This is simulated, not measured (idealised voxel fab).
The following process module bears the name voxel wiring stack.
Cross-sectional view cut (width: 235 nm; square cell size: 5 nm).
If you're reading a cross-section in this doc, picture square cells in a grid; it comes to you as bands, top ones listed first down to the bottom, and a band can be one or more rows of cells.
This entry defines a band. It first specifies the height of the band's top and the height of its bottom in nm, and then specifies the band's materials from left to right, stating each material with its width in nm. The word "throughout" identifies a single material that fills the band from edge to edge, while the word "air" identifies empty space.
Below 0: as-received wafer, all one material; heights counted from there. Lowest band: no bottom, goes on down, written "0 nm and below".
It should be noted that a width expressed as "30 to 40" varies in equal increments from row to row of cells within the band, taking the value of the first number at the top row and that of the second number at the bottom row.
"nothing was modified" means the step left every cell of the cross-section as it was.
If an empty space has no open way to the top and is at least 8 cells in size, "Listed closed voids" lists it, written width x height at distance, where distance is measured from the left edge and every value is in nm.
It should be noted that, on the line of a given step, the content following the step's settings is a remark produced by the simulator itself with respect to that step.
Each step line may optionally specify "overlay nm", which for a step with a mask gives the rightward distance between the mask's planned place and where it lay, a negative value indicating the leftward direction.
**Process steps - plan**
| 1 | op RECEIVE | material Si |
| 2 | op CONFORMAL_DEP | material SiO2 | thk nm 15 |
| 3 | op DIRECTIONAL_DEP | material TiN | thk nm 5 |
| 4 | op DIRECTIONAL_DEP | material Ru | thk nm 25 |
| 5 | op MASKED_ETCH | tone cover | mask id METAL_1 | width nm 20 | pitch nm 45 | etch materials Ru | depth nm 25 | overlay nm 0 |
| 6 | op MASKED_ETCH | tone cover | mask id METAL_1 | width nm 20 | pitch nm 45 | etch materials TiN | depth nm 5 | overlay nm 0 |
| 7 | op FILL_DEP | material SiO2 | thk nm 10 |
| 8 | op CMP | height nm 45 |
| 9 | op CONFORMAL_DEP | material SiCN | thk nm 5 |
| 10 | op DIRECTIONAL_DEP | material lowk | thk nm 10 |
| 11 | op DIRECTIONAL_DEP | material aC | thk nm 15 |
| 12 | op PATTERN | tone open | mask id PLUG_1 | material resist | width nm 15 | pitch nm 90 | thk nm 35 | overlay nm 0 |
| 13 | op DIRECTIONAL_ETCH | etch materials aC | depth nm 15 |
| 14 | op STRIP | etch materials resist |
| 15 | op DIRECTIONAL_ETCH | etch materials lowk | depth nm 10 |
| 16 | op DIRECTIONAL_ETCH | etch materials SiCN | depth nm 5 |
| 17 | op STRIP | etch materials aC |
| 18 | op CONFORMAL_DEP | material TiN | thk nm 5 |
| 19 | op FILL_DEP | material Cu | thk nm 10 |
| 20 | op CMP | height nm 60 |
| 21 | op DIRECTIONAL_DEP | material TiN | thk nm 5 |
| 22 | op DIRECTIONAL_DEP | material W | thk nm 15 |
| 23 | op MASKED_ETCH | tone cover | mask id METAL_2 | width nm 20 | pitch nm 45 | etch materials W | depth nm 15 | overlay nm 0 |
| 24 | op MASKED_ETCH | tone cover | mask id METAL_2 | width nm 20 | pitch nm 45 | etch materials TiN | depth nm 5 | overlay nm 0 |
| 25 | op CONFORMAL_DEP | material SiCN | thk nm 5 |
| 26 | op FILL_DEP | material lowk | thk nm 10 |
| 27 | op CMP | height nm 80 |
| 28 | op CONFORMAL_DEP | material SiN | thk nm 5 |
**Cross-section of the wafer at receipt, which is the condition after step 1**
  0 nm and below | Si throughout
  Listed closed voids: none
**End state of the module in cross-section, given the above starting point and plan and one mistake in execution**
  85 nm to 80 nm | SiN throughout
  80 nm to 65 nm | lowk: 35 | Cu: 5 | W: 20 | Cu: 5 | lowk: 15 | Cu: 5 | W: 20 | Cu: 5 | lowk: 15 | Cu: 5 | W: 20 | Cu: 5 | lowk: 15 | Cu: 5 | W: 20 | Cu: 5 | lowk: 35
  65 nm to 60 nm | Cu: 40 | TiN: 20 | Cu: 25 | TiN: 20 | Cu: 25 | TiN: 20 | Cu: 25 | TiN: 20 | Cu: 40
  60 nm to 50 nm | lowk: 40 | TiN: 5 | Cu: 5 | TiN: 5 | lowk: 75 | TiN: 5 | Cu: 5 | TiN: 5 | lowk: 90
  50 nm to 45 nm | SiCN: 40 | TiN: 15 | SiCN: 75 | TiN: 15 | SiCN: 90
  45 nm to 20 nm | SiO2: 40 | Ru: 20 | SiO2: 25 | Ru: 20 | SiO2: 25 | Ru: 20 | SiO2: 25 | Ru: 20 | SiO2: 40
  20 nm to 15 nm | SiO2: 40 | TiN: 20 | SiO2: 25 | TiN: 20 | SiO2: 25 | TiN: 20 | SiO2: 25 | TiN: 20 | SiO2: 40
  15 nm to 0 nm | SiO2 throughout
  0 nm and below | Si throughout
  Listed closed voids: none
In executing the process, a mistake was made relative to the plan: so step 25 ended up running with a different setting than we planned, it ran as op CONFORMAL_DEP | material Cu | thk nm 5
